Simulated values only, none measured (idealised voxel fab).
process module | voxel air gaps
cross-section cut | 270 nm wide | cells 5 nm
A cross-section is a grid of square cells, given in bands from the top down. A band is one or more rows of cells.
Each band's line starts with the height of the band's top and of its bottom, in nm. Then come its materials from left to right, each with its width in nm. One material with "throughout" fills the band from edge to edge. "air" is empty space.
Height 0 is the level under which the wafer as received is all one material. The lowest band goes on downwards, as in "0 down".
A width such as "30 to 40" changes by the same amount from each row of cells to the next, from the band's top row to its bottom row.
"no change" after a step means that no cell of the cross-section changed.
closed voids: empty space of 8 cells or more with no open way to the top, each as width x height at its distance from the left edge, in nm
after a step's settings: what the simulator itself notes on the step
overlay nm, on a step with a mask: how far to the right of its planned place the mask lay; to the left if negative
Each pair below shows a cross-section before one step and the cross-section after it, down to the lowest band that changed. The line under each pair gives the step between them, with its settings. The pairs can come from different runs of this module on the same starting wafer, so a pair continues from the pair above only where its "before" says so.
before
  55 to 15: air 85 | lowk 15 | air 25 | lowk 15 | air 25 | lowk 15 | air 90
  15 to 10: SiCN throughout
  10 to 0: SiO2 throughout
  0 down: Si throughout
  closed voids: none
after
  60 to 55: air 80 | TiN 25 | air 15 | TiN 25 | air 15 | TiN 25 | air 85
  55 to 20: air 80 | TiN 5 | lowk 15 | TiN 5 | air 15 | TiN 5 | lowk 15 | TiN 5 | air 15 | TiN 5 | lowk 15 | TiN 5 | air 85
  20 to 15: TiN 85 | lowk 15 | TiN 25 | lowk 15 | TiN 25 | lowk 15 | TiN 90
  below 15: unchanged
  closed voids: none
the step between: op CONFORMAL_DEP | material TiN | thk nm 5
before: the cross-section after the pair above
after
  70 to 60: W throughout
  60 to 55: W 80 | TiN 25 | W 15 | TiN 25 | W 15 | TiN 25 | W 85
  55 to 20: W 80 | TiN 5 | lowk 15 | TiN 5 | W 15 | TiN 5 | lowk 15 | TiN 5 | W 15 | TiN 5 | lowk 15 | TiN 5 | W 85
  below 20: unchanged
  closed voids: none
the step between: op FILL_DEP | material W | thk nm 10
before: the cross-section after the pair above
after
  55 to 20: W 80 | TiN 5 | lowk 15 | TiN 5 | W 15 | TiN 5 | lowk 15 | TiN 5 | W 15 | TiN 5 | lowk 15 | TiN 5 | W 85
  below 20: unchanged
  closed voids: none
the step between: op CMP | height nm 55
before: the cross-section after the pair above
after
  65 to 55: Ru throughout
  below 55: unchanged
  closed voids: none
the step between: op EPI | material Ru | thk nm 10
before: the cross-section after the pair above
after
  70 to 65: SiCN throughout
  below 65: unchanged
  closed voids: none
the step between: op CONFORMAL_DEP | material SiCN | thk nm 5
